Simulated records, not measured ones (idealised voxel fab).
process module | voxel gate over fins
cross-section cut | 200 nm wide | cells 5 nm
A cross-section is a grid of square cells, given in bands from the top down. A band is one or more rows of cells.
Each band's line starts with the height of the band's top and of its bottom, in nm. Then come its materials from left to right, each with its width in nm. One material with "throughout" fills the band from edge to edge. "air" is empty space.
Height 0 is the level under which the wafer as received is all one material. The lowest band goes on downwards, as in "0 down".
A width such as "30 to 40" changes by the same amount from each row of cells to the next, from the band's top row to its bottom row.
"no change" after a step means that no cell of the cross-section changed.
closed voids: empty space of 8 cells or more with no open way to the top, each as width x height at its distance from the left edge, in nm
after a step's settings: what the simulator itself notes on the step
overlay nm, on a step with a mask: how far to the right of its planned place the mask lay; to the left if negative
plan
1 op RECEIVE | material Si
2 op CONFORMAL_DEP | material SiN | thk nm 5
3 op PATTERN | tone cover | mask id FINS | material resist | width nm 15 | pitch nm 50 | thk nm 15 | overlay nm 0
4 op DIRECTIONAL_ETCH | etch materials SiN | depth nm 5
5 op DIRECTIONAL_ETCH | etch materials Si | depth nm 30
6 op STRIP | etch materials resist
7 op FILL_DEP | material SiO2 | thk nm 15
8 op CMP | height nm 5
9 op MASKED_ETCH | tone open | mask id RAIL | width nm 15 | etch materials SiO2 | depth nm 30 | overlay nm 0
10 op CONFORMAL_DEP | material TiN | thk nm 5
11 op FILL_DEP | material W | thk nm 5
12 op CMP | height nm 5
13 op SELECTIVE_ETCH | etch materials W Ru TiN | depth nm 25
14 op FILL_DEP | material SiO2 | thk nm 5
15 op CMP | height nm 5
16 op SELECTIVE_ETCH | etch materials SiO2 | depth nm 15
17 op STRIP | etch materials SiN
18 op CONFORMAL_DEP | material HfO2 | thk nm 5
19 op CONFORMAL_DEP | material TiN | thk nm 5
20 op FILL_DEP | material W | thk nm 15
21 op CMP | height nm 20
22 op CONFORMAL_DEP | material SiN | thk nm 5
as received, after step 1
  0 down: Si throughout
  closed voids: none
a wafer at the end: this start, this plan, one mistake
  25 to 20: SiN throughout
  20 to 10: W throughout
  10 to 5: W 5 | TiN 35 | W 15 | TiN 35 | W 15 | TiN 35 | W 15 | TiN 35 | W 10
  5 to 0: W 5 | TiN 5 | Ru 25 | TiN 5 | W 15 | TiN 5 | Ru 25 | TiN 5 | W 15 | TiN 5 | Ru 25 | TiN 5 | W 15 | TiN 5 | Ru 25 | TiN 5 | W 10
  0 to -5: TiN 10 | Ru 5 | Si 15 | Ru 5 | TiN 25 | Ru 5 | Si 15 | Ru 5 | TiN 25 | Ru 5 | Si 15 | Ru 5 | TiN 25 | Ru 5 | Si 15 | Ru 5 | TiN 15
  -5 to -10: Ru 15 | Si 15 | Ru 35 | Si 15 | Ru 35 | Si 15 | Ru 35 | Si 15 | Ru 20
  -10 to -20: SiO2 15 | Si 15 | SiO2 35 | Si 15 | SiO2 35 | Si 15 | SiO2 35 | Si 15 | SiO2 20
  -20 to -25: SiO2 15 | Si 15 | SiO2 10 | TiN 15 | SiO2 10 | Si 15 | SiO2 35 | Si 15 | SiO2 35 | Si 15 | SiO2 20
  -25 to -30: SiO2 15 | Si 15 | SiO2 35 | Si 15 | SiO2 35 | Si 15 | SiO2 35 | Si 15 | SiO2 20
  -30 down: Si throughout
  closed voids: none
what went wrong: step 18 ran as: op CONFORMAL_DEP | material Ru | thk nm 5
